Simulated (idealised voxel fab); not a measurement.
Herein follows the process module entitled voxel transistor to metal.
Cross-section cut: width 170 nm, square cells of 5 nm.
Cross-section = grid of square cells, listed top down in bands; band = one or more rows. It is stipulated that each band's entry specify, in nanometres, the height of the top of the band and then that of its bottom, followed by the materials of the band in left-to-right sequence, each together with its width in nanometres. A single material marked by the word "all across" is understood to fill the band from edge to edge; the word "blank" is understood to denote empty space. Heights are reckoned from 0. Under this level, the received wafer is all of one material. The bottommost band is open-ended downward, for example "0 down". The two numbers in a width such as "30->40" mark its ends across the band: the first belongs to the top row of cells, the second to the bottom row, and from each row to the next the width moves by the same amount. Step note "all unchanged" = no cross-section cell changed. You'll see "Closed void inventory" listing empty spaces that have no way open to the top, as long as they're 8 cells or more; the notation is width x height at distance, where the distance is from the left edge, and all of it is in nm. Formally, on a step line, whatever follows the settings is a remark that the simulator itself makes on the step. "overlay nm" denotes, for a step that has a mask, the displacement of the mask to the right of its planned place, with negative values corresponding to the left.
Intended process steps:
1) RECEIVE: material Si
2) OXIDIZE: depth nm 5
3) CONFORMAL_DEP: material SiN, thk nm 15
4) PATTERN: tone cover, mask id ACTIVE, material resist, width nm 95, thk nm 15, overlay nm 0
5) DIRECTIONAL_ETCH: etch materials SiN, depth nm 15
6) DIRECTIONAL_ETCH: etch materials SiO2, depth nm 5
7) DIRECTIONAL_ETCH: etch materials Si, depth nm 25
8) STRIP: etch materials resist
9) OXIDIZE: depth nm 5
10) FILL_DEP: material SiO2, thk nm 10
11) CMP: height nm 15
12) SELECTIVE_ETCH: etch materials SiO2, depth nm 15
13) STRIP: etch materials SiN
14) SELECTIVE_ETCH: etch materials SiO2, depth nm 5
15) OXIDIZE: depth nm 5
16) DIRECTIONAL_DEP: material polySi, thk nm 30
17) DIRECTIONAL_DEP: material SiCN, thk nm 10
18) MASKED_ETCH: tone cover, mask id GATE, width nm 25, etch materials SiCN, depth nm 20, overlay nm 0
19) MASKED_ETCH: tone cover, mask id GATE, width nm 25, etch materials polySi, depth nm 40, overlay nm 0
20) CONFORMAL_DEP: material SiN, thk nm 10
21) DIRECTIONAL_ETCH: etch materials SiN, depth nm 10
22) DIRECTIONAL_ETCH: etch materials SiO2, depth nm 5
23) EPI: material nSi, thk nm 5
24) FILL_DEP: material SiO2, thk nm 5
25) CMP: height nm 35
26) DIRECTIONAL_DEP: material SiO2, thk nm 15
27) PATTERN: tone open, mask id CONTACT, material resist, width nm 25, pitch nm 60, thk nm 15, overlay nm 0
28) DIRECTIONAL_ETCH: etch materials SiO2, depth nm 55
29) STRIP: etch materials resist
30) CONFORMAL_DEP: material TiN, thk nm 5
31) FILL_DEP: material Ru, thk nm 5
32) CMP: height nm 50
33) CONFORMAL_DEP: material SiN, thk nm 5
34) DIRECTIONAL_DEP: material SiO2, thk nm 20
35) PATTERN: tone open, mask id METAL_1, material resist, width nm 15, pitch nm 70, thk nm 15, overlay nm 0
36) DIRECTIONAL_ETCH: etch materials SiO2, depth nm 20
37) DIRECTIONAL_ETCH: etch materials SiN, depth nm 5
38) STRIP: etch materials resist
39) CONFORMAL_DEP: material TiN, thk nm 5
40) FILL_DEP: material Ru, thk nm 10
41) CMP: height nm 75
42) CONFORMAL_DEP: material SiN, thk nm 5
Wafer as received: cross-section following step 1:
	0 down | Si all across
	Closed void inventory: none
The following cross-section depicts the wafer upon conclusion of the module. Processing commenced from the starting condition illustrated above and adhered to the plan illustrated above, save for one mistake in execution:
	80 to 75 | SiN all across
	75 to 55 | SiO2 50, then TiN 5, then Ru 5, then TiN 5, then SiO2 55, then TiN 5, then Ru 5, then TiN 5, then SiO2 35
	55 to 50 | SiN 50, then TiN 15, then SiN 55, then TiN 15, then SiN 35
	50 to 40 | SiO2 40, then TiN 5, then Ru 15, then TiN 5, then SiO2 35, then TiN 5, then Ru 15, then TiN 5, then SiO2 45
	40 to 35 | SiO2 40, then TiN 5, then Ru 10, then TiN 10, then SiO2 35, then TiN 10, then Ru 10, then TiN 5, then SiO2 45
	35 to 25 | SiO2 40, then TiN 5, then Ru 10, then TiN 5, then SiN 10, then SiCN 25, then SiN 10, then TiN 5, then Ru 10, then TiN 5, then SiO2 45
	25 to 0 | SiO2 40, then TiN 5, then Ru 10, then TiN 5, then SiN 10, then polySi 25, then SiN 10, then TiN 5, then Ru 10, then TiN 5, then SiO2 45
	0 to -5 | SiO2 40, then TiN 20, then SiN 10, then polySi 25, then SiN 10, then TiN 20, then SiO2 45
	-5 to -10 | SiO2 35, then nSi 25, then SiO2 45, then nSi 25, then SiO2 40
	-10 to -35 | SiO2 40, then Si 85, then SiO2 45
	-35 down | Si all across
	Closed void inventory: none
Heads up, the wafer didn't run the way we planned it: off-plan run, step 35, actual operation and settings PATTERN: tone open, mask id METAL_1, material resist, width nm 15, pitch nm 70, thk nm 15, overlay nm 10
